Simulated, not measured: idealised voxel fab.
Process module, titled voxel double patterning
The width of the displayed cross-section, cut, is 205 nm; its cells are square, with a size of 5 nm.
Just so we're on the same page, the cross-sections are grids of square cells, and they're listed out in bands top to bottom, each band one or more rows deep.
The entry gives the band's vertical extent as a top height and a bottom height in nm, then its horizontal make-up as materials from left to right, each with a width in nm. "air" stands for empty space; a single material marked "all across" fills the band edge to edge.
The reference from which all heights are counted is 0, the level beneath which the as-received wafer is entirely one material; the lowest band, having no lower bound, proceeds downward and is written after the example "0 -> down".
Width "30..40": first value at the band's top row of cells, second value at its bottom row, equal change from row to row.
A step reported as "nothing different" is a step in which no cell of the cross-section changed.
In the "Enclosed cavity list" entry, you get each enclosed empty space of 8 cells or more, one with no open way to the top, written width x height at distance, distance from the left edge, in nm.
Text after the settings on a step's line: the simulator's own remark on that step.
overlay nm: how far to the right of its planned place the mask lay on this masked step (negative: to the left).
Process steps - plan
1: op RECEIVE | material Si
2: op CONFORMAL_DEP | material SiO2 | thk nm 10
3: op DIRECTIONAL_DEP | material TiN | thk nm 15
4: op DIRECTIONAL_DEP | material SiCN | thk nm 10
5: op MASKED_ETCH | tone open | mask id FIRST | width nm 15 | pitch nm 50 | etch materials SiCN | depth nm 10 | overlay nm 0
6: op MASKED_ETCH | tone open | mask id SECOND | width nm 15 | etch materials SiCN | depth nm 10 | overlay nm 0
7: op DIRECTIONAL_ETCH | etch materials TiN | depth nm 15
8: op STRIP | etch materials SiCN
Delivered wafer in cross-section: state after step 1
    0 -> down  Si all across
    Enclosed cavity list: none
Wafer cross-section at module end: first of two, run to plan
    25 -> 10  TiN (70) | air (15) | TiN (10) | air (15) | TiN (10) | air (15) | TiN (70)
    10 -> 0  SiO2 all across
    0 -> down  Si all across
    Enclosed cavity list: none
Module end: cross-section of wafer two of two. Same start and process plan as the first wafer. One mistake during execution
    25 -> 10  TiN (70) | air (15) | TiN (10) | air (20) | TiN (5) | air (15) | TiN (70)
    10 -> 0  SiO2 all across
    0 -> down  Si all across
    Enclosed cavity list: none
What went wrong in running the wafer? it should be noted that step 6 was executed with settings other than those planned, the operation and settings actually applied being op MASKED_ETCH | tone open | mask id SECOND | width nm 20 | etch materials SiCN | depth nm 10 | overlay nm 0
The final cell counts differ between the wafers, with the second having more or fewer of some materials than the first: TiN -3
